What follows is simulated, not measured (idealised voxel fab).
process module | voxel gate over fins
cross-section cut | 155 nm wide | cells 5 nm
A cross-section is a grid of square cells, given in bands from the top down. A band is one or more rows of cells.
Each band's line starts with the height of the band's top and of its bottom, in nm. Then come its materials from left to right, each with its width in nm. One material with "throughout" fills the band from edge to edge. "air" is empty space.
Height 0 is the level under which the wafer as received is all one material. The lowest band goes on downwards, as in "0 down".
A width such as "30 to 40" changes by the same amount from each row of cells to the next, from the band's top row to its bottom row.
"no change" after a step means that no cell of the cross-section changed.
closed voids: empty space of 8 cells or more with no open way to the top, each as width x height at its distance from the left edge, in nm
after a step's settings: what the simulator itself notes on the step
overlay nm, on a step with a mask: how far to the right of its planned place the mask lay; to the left if negative
plan
1 op RECEIVE | material Si
2 op CONFORMAL_DEP | material SiN | thk nm 10
3 op DIRECTIONAL_DEP | material aC | thk nm 10
4 op PATTERN | tone cover | mask id FINS | material resist | width nm 15 | pitch nm 35 | thk nm 30 | overlay nm 0
5 op DIRECTIONAL_ETCH | etch materials aC | depth nm 10
6 op STRIP | etch materials resist
7 op DIRECTIONAL_ETCH | etch materials SiN | depth nm 10
8 op DIRECTIONAL_ETCH | etch materials Si | depth nm 40
9 op STRIP | etch materials aC
10 op FILL_DEP | material SiO2 | thk nm 10
11 op CMP | height nm 10
12 op SELECTIVE_ETCH | etch materials SiO2 | depth nm 25
13 op STRIP | etch materials SiN
14 op CONFORMAL_DEP | material HfO2 | thk nm 5
15 op CONFORMAL_DEP | material TiN | thk nm 5
16 op FILL_DEP | material W | thk nm 10
17 op CMP | height nm 15
18 op CONFORMAL_DEP | material SiN | thk nm 10
first wafer, as planned
as received, after step 1
  0 down: Si throughout
  closed voids: none
after step 2
  10 to 0: SiN throughout
  below 0: unchanged
after step 3
  20 to 10: aC throughout
  below 10: unchanged
after step 4
  50 to 20: air 50 | resist 15 | air 20 | resist 15 | air 55
  below 20: unchanged
after step 5
  40 to 20: air 50 | resist 15 | air 20 | resist 15 | air 55
  20 to 10: air 50 | aC 15 | air 20 | aC 15 | air 55
  below 10: unchanged
after step 6
  20 to 10: air 50 | aC 15 | air 20 | aC 15 | air 55
  below 10: unchanged
after step 7
  20 to 10: air 50 | aC 15 | air 20 | aC 15 | air 55
  10 to 0: air 50 | SiN 15 | air 20 | SiN 15 | air 55
  below 0: unchanged
after step 8
  20 to 10: air 50 | aC 15 | air 20 | aC 15 | air 55
  10 to 0: air 50 | SiN 15 | air 20 | SiN 15 | air 55
  0 to -40: air 50 | Si 15 | air 20 | Si 15 | air 55
  below -40: unchanged
after step 9
  10 to 0: air 50 | SiN 15 | air 20 | SiN 15 | air 55
  below 0: unchanged
after step 10
  20 to 10: SiO2 throughout
  10 to 0: SiO2 50 | SiN 15 | SiO2 20 | SiN 15 | SiO2 55
  0 to -40: SiO2 50 | Si 15 | SiO2 20 | Si 15 | SiO2 55
  below -40: unchanged
after step 11
  10 to 0: SiO2 50 | SiN 15 | SiO2 20 | SiN 15 | SiO2 55
  below 0: unchanged
after step 12
  10 to 0: air 50 | SiN 15 | air 20 | SiN 15 | air 55
  0 to -15: air 50 | Si 15 | air 20 | Si 15 | air 55
  below -15: unchanged
after step 13
  0 to -15: air 50 | Si 15 | air 20 | Si 15 | air 55
  below -15: unchanged
after step 14
  5 to 0: air 45 | HfO2 25 | air 10 | HfO2 25 | air 50
  0 to -10: air 45 | HfO2 5 | Si 15 | HfO2 5 | air 10 | HfO2 5 | Si 15 | HfO2 5 | air 50
  -10 to -15: HfO2 50 | Si 15 | HfO2 20 | Si 15 | HfO2 55
  below -15: unchanged
after step 15
  10 to 5: air 40 | TiN 70 | air 45
  5 to 0: air 40 | TiN 5 | HfO2 25 | TiN 10 | HfO2 25 | TiN 5 | air 45
  0 to -5: air 40 | TiN 5 | HfO2 5 | Si 15 | HfO2 5 | TiN 10 | HfO2 5 | Si 15 | HfO2 5 | TiN 5 | air 45
  -5 to -10: TiN 45 | HfO2 5 | Si 15 | HfO2 5 | TiN 10 | HfO2 5 | Si 15 | HfO2 5 | TiN 50
  below -10: unchanged
after step 16
  20 to 10: W throughout
  10 to 5: W 40 | TiN 70 | W 45
  5 to 0: W 40 | TiN 5 | HfO2 25 | TiN 10 | HfO2 25 | TiN 5 | W 45
  0 to -5: W 40 | TiN 5 | HfO2 5 | Si 15 | HfO2 5 | TiN 10 | HfO2 5 | Si 15 | HfO2 5 | TiN 5 | W 45
  below -5: unchanged
after step 17
  15 to 10: W throughout
  below 10: unchanged
after step 18
  25 to 15: SiN throughout
  below 15: unchanged
second wafer: like start, like plan, one mistake. Through step 11 it matches the first wafer
when step 12 should have ended
  10 to 0: SiO2 50 | air 15 | SiO2 20 | air 15 | SiO2 55
  below 0: unchanged
when step 13 should have ended
  0 to -15: air 50 | Si 15 | air 20 | Si 15 | air 55
  -15 to -25: SiO2 25 | air 25 | Si 15 | air 20 | Si 15 | air 25 | SiO2 30
  below -25: unchanged
when step 14 should have ended
  5 to 0: air 45 | HfO2 25 | air 10 | HfO2 25 | air 50
  0 to -10: air 45 | HfO2 5 | Si 15 | HfO2 5 | air 10 | HfO2 5 | Si 15 | HfO2 5 | air 50
  -10 to -15: HfO2 30 | air 15 | HfO2 5 | Si 15 | HfO2 5 | air 10 | HfO2 5 | Si 15 | HfO2 5 | air 15 | HfO2 35
  -15 to -20: SiO2 25 | HfO2 5 | air 15 | HfO2 5 | Si 15 | HfO2 5 | air 10 | HfO2 5 | Si 15 | HfO2 5 | air 15 | HfO2 5 | SiO2 30
  -20 to -25: SiO2 25 | HfO2 25 | Si 15 | HfO2 20 | Si 15 | HfO2 25 | SiO2 30
  below -25: unchanged
when step 15 should have ended
  10 to 5: air 40 | TiN 70 | air 45
  5 to 0: air 40 | TiN 5 | HfO2 25 | TiN 10 | HfO2 25 | TiN 5 | air 45
  0 to -5: air 40 | TiN 5 | HfO2 5 | Si 15 | HfO2 5 | TiN 10 | HfO2 5 | Si 15 | HfO2 5 | TiN 5 | air 45
  -5 to -10: TiN 35 | air 5 | TiN 5 | HfO2 5 | Si 15 | HfO2 5 | TiN 10 | HfO2 5 | Si 15 | HfO2 5 | TiN 5 | air 5 | TiN 40
  -10 to -15: HfO2 30 | TiN 5 | air 5 | TiN 5 | HfO2 5 | Si 15 | HfO2 5 | TiN 10 | HfO2 5 | Si 15 | HfO2 5 | TiN 5 | air 5 | TiN 5 | HfO2 35
  -15 to -20: SiO2 25 | HfO2 5 | TiN 15 | HfO2 5 | Si 15 | HfO2 5 | TiN 10 | HfO2 5 | Si 15 | HfO2 5 | TiN 15 | HfO2 5 | SiO2 30
  below -20: unchanged
when step 16 should have ended
  20 to 10: W throughout
  10 to 5: W 40 | TiN 70 | W 45
  5 to 0: W 40 | TiN 5 | HfO2 25 | TiN 10 | HfO2 25 | TiN 5 | W 45
  0 to -5: W 40 | TiN 5 | HfO2 5 | Si 15 | HfO2 5 | TiN 10 | HfO2 5 | Si 15 | HfO2 5 | TiN 5 | W 45
  -5 to -10: TiN 35 | W 5 | TiN 5 | HfO2 5 | Si 15 | HfO2 5 | TiN 10 | HfO2 5 | Si 15 | HfO2 5 | TiN 5 | W 5 | TiN 40
  -10 to -15: HfO2 30 | TiN 5 | W 5 | TiN 5 | HfO2 5 | Si 15 | HfO2 5 | TiN 10 | HfO2 5 | Si 15 | HfO2 5 | TiN 5 | W 5 | TiN 5 | HfO2 35
  below -15: unchanged
when step 17 should have ended
  15 to 10: W throughout
  below 10: unchanged
when step 18 should have ended
  25 to 15: SiN throughout
  below 15: unchanged
what went wrong: steps 12 and 13 were swapped
at the end the second wafer has, in cells: 12 more of HfO2 | 28 fewer of SiO2 | 12 more of TiN | 4 more of W
